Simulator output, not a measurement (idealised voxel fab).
Presented below is a process module, voxel spacer lines.
Cross-section cut spans 225 nm and uses square cells 5 nm in size.
Heads up, the way a cross-section reads in here is a grid of square cells, handed over as bands from the top down, with every band being one or more rows of cells.
Within each band entry, the heights of the top and of the bottom of the band appear first, in that order and in nm; the materials of the band then follow from left to right, each with its corresponding width in nm. The designation "throughout" on a single material indicates that it fills the band from edge to edge; the designation "blank" indicates empty space.
Height 0 is the level under which the wafer as received is all one material. The lowest band goes on downwards, as in "from 0 down".
A two-number width, for instance "30..40", indicates that the width is equal to the first number in the top row of the band and to the second number in the bottom row, and that it changes by a constant amount per row of cells.
The designation "nothing different", where it is given for a processing step, indicates that no cell of the cross-section was altered in the course of that step.
What "Voids, enclosed" gives you is every empty space of 8 cells or more that is cut off from the top. Each appears as width x height at distance, with the distance taken from the left edge and width, height and distance all in nm.
Formally, on a step line, whatever follows the settings is a remark that the simulator itself makes on the step.
The line of a step may include "overlay nm". On a step with a mask, this value is how far to the right of its planned place the mask lay. A negative value means the mask lay to the left.
PROCESS STEPS (PLANNED)
1) RECEIVE: material Si
2) CONFORMAL_DEP: material SiO2, thk nm 5
3) DIRECTIONAL_DEP: material TiN, thk nm 20
4) DIRECTIONAL_DEP: material polySi, thk nm 25
5) PATTERN: tone cover, mask id MANDREL, material resist, width nm 15, pitch nm 50, thk nm 35, overlay nm 0
6) DIRECTIONAL_ETCH: etch materials polySi, depth nm 25
7) STRIP: etch materials resist
8) CONFORMAL_DEP: material SiN, thk nm 10
9) DIRECTIONAL_ETCH: etch materials SiN, depth nm 10
10) STRIP: etch materials polySi
11) DIRECTIONAL_ETCH: etch materials TiN, depth nm 20
12) STRIP: etch materials SiN
CROSS-SECTION OF THE WAFER AS IT CAME TO US, I.E., ALREADY THROUGH STEP 1
  from 0 down  Si throughout
  Voids, enclosed: none
END-OF-MODULE CROSS-SECTION OF THE FIRST OF TWO WAFERS, PROCESSED AS PLANNED
  from 25 to 5  blank 45 / TiN 10 / blank 15 / TiN 10 / blank 15 / TiN 10 / blank 15 / TiN 10 / blank 15 / TiN 10 / blank 15 / TiN 10 / blank 45
  from 5 to 0  SiO2 throughout
  from 0 down  Si throughout
  Voids, enclosed: none
SECOND WAFER AT THE END: LIKE START, LIKE PLAN, ONE MISTAKE
  from 25 to 5  blank 55 / TiN 10 / blank 15 / TiN 10 / blank 15 / TiN 10 / blank 15 / TiN 10 / blank 15 / TiN 10 / blank 15 / TiN 10 / blank 35
  from 5 to 0  SiO2 throughout
  from 0 down  Si throughout
  Voids, enclosed: none
What broke from the plan during processing? note that step 5 departed from the planned setting and was carried out as PATTERN: tone cover, mask id MANDREL, material resist, width nm 15, pitch nm 50, thk nm 35, overlay nm 10
Same inventory, different map: at the end, the second wafer holds as many cells of each material as the first, placed elsewhere.
